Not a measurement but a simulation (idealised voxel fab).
This is a process module. Its name is voxel self aligned contacts.
Cross-sectional view cut (width: 145 nm; square cell size: 5 nm).
Cross-section, as written here: a square-cell grid given band by band from the top down, where a band holds one or more rows of cells.
What a band's entry tells you: where the top is and where the bottom is, as heights in nm, and after that what lies inside, material by material from left to right, each with its width in nm. Empty space is written as the word "air", and a single material marked with the word "everywhere" occupies the band from edge to edge.
Note: height 0 marks the level under which the wafer is uniformly one material as received. Lowest band unbounded below, written "0 and below".
So if you see something like "30..40" for the width, read it as the top row of the band sitting at the first number and the bottom row at the second, with every row in between moving by the same amount as the last.
For the purposes of this document, the phrase "nothing got changed" attached to a step denotes that no cell within the cross-section was modified by that step.
Entry "Cavities, sealed". Content: empty spaces with no open connection to the top, size 8 cells or greater. Each: width x height at distance. Distance: from left edge. Unit: nm.
It should be noted that, on the line of a given step, the content following the step's settings is a remark produced by the simulator itself with respect to that step.
Regarding "overlay nm": on a step with a mask, it is the distance the mask lay to the right of its planned place; a negative value places it to the left.

### Planned step list for the process
1. RECEIVE, material Si
2. CONFORMAL_DEP, material SiO2, thk nm 5
3. DIRECTIONAL_DEP, material polySi, thk nm 30
4. DIRECTIONAL_DEP, material SiN, thk nm 20
5. MASKED_ETCH, tone cover, mask id GATE, width nm 25, pitch nm 60, etch materials SiN, depth nm 20, overlay nm 0
6. MASKED_ETCH, tone cover, mask id GATE, width nm 25, pitch nm 60, etch materials polySi, depth nm 30, overlay nm 0
7. CONFORMAL_DEP, material SiN, thk nm 5
8. DIRECTIONAL_ETCH, etch materials SiN, depth nm 5
9. FILL_DEP, material SiO2, thk nm 20
10. CMP, height nm 65
11. DIRECTIONAL_DEP, material aC, thk nm 15
12. PATTERN, tone open, mask id CONTACT, material resist, width nm 45, thk nm 30, overlay nm 0
13. DIRECTIONAL_ETCH, etch materials aC, depth nm 15
14. STRIP, etch materials resist
15. DIRECTIONAL_ETCH, etch materials SiO2, depth nm 65
16. STRIP, etch materials aC
17. CONFORMAL_DEP, material TiN, thk nm 5
18. FILL_DEP, material Ru, thk nm 5
19. CMP, height nm 65
20. CONFORMAL_DEP, material SiN, thk nm 5

### Here's what the wafer looked like in cross-section when it arrived - that's after step 1
* 0 and below  Si everywhere
* Cavities, sealed: none

### First of two wafers: cross-section at end of module, run per plan
* 70 down to 65  SiN everywhere
* 65 down to 55  SiO2: 50; TiN: 5..15; Ru: 35..15; TiN: 5..15; SiO2: 50
* 55 down to 35  SiO2: 25; SiN: 35; TiN: 5; Ru: 15; TiN: 5; SiN: 35; SiO2: 25
* 35 down to 5  SiO2: 25; SiN: 5; polySi: 25; SiN: 5; TiN: 5; Ru: 15; TiN: 5; SiN: 5; polySi: 25; SiN: 5; SiO2: 25
* 5 down to 0  SiO2: 60; TiN: 25; SiO2: 60
* 0 and below  Si everywhere
* Cavities, sealed: none

### Here is the second of the two wafers cut open at the end of the module - same start, same plan as the first one, but we made one mistake running it
* 70 down to 65  SiN everywhere
* 65 down to 55  SiO2: 50; TiN: 5..15; Ru: 35..20; TiN: 5..10; SiO2: 50
* 55 down to 40  SiO2: 30; SiN: 30; TiN: 5; Ru: 20; TiN: 5; SiN: 30; SiO2: 25
* 40 down to 35  SiO2: 30; SiN: 30; TiN: 5; Ru: 15; TiN: 10; SiN: 30; SiO2: 25
* 35 down to 5  SiO2: 25; SiN: 5; polySi: 25; SiN: 5; TiN: 5; Ru: 15; TiN: 5; SiN: 5; polySi: 25; SiN: 5; SiO2: 25
* 5 down to 0  SiO2: 60; TiN: 25; SiO2: 60
* 0 and below  Si everywhere
* Cavities, sealed: none
Where did the run depart from the plan? the process deviated at step 5: the operation and settings actually run there were MASKED_ETCH, tone cover, mask id GATE, width nm 20, pitch nm 60, etch materials SiN, depth nm 20, overlay nm 0
Cell-count delta at end, second wafer over first, by material: Ru: 4 more; SiN: 8 fewer; SiO2: 4 more
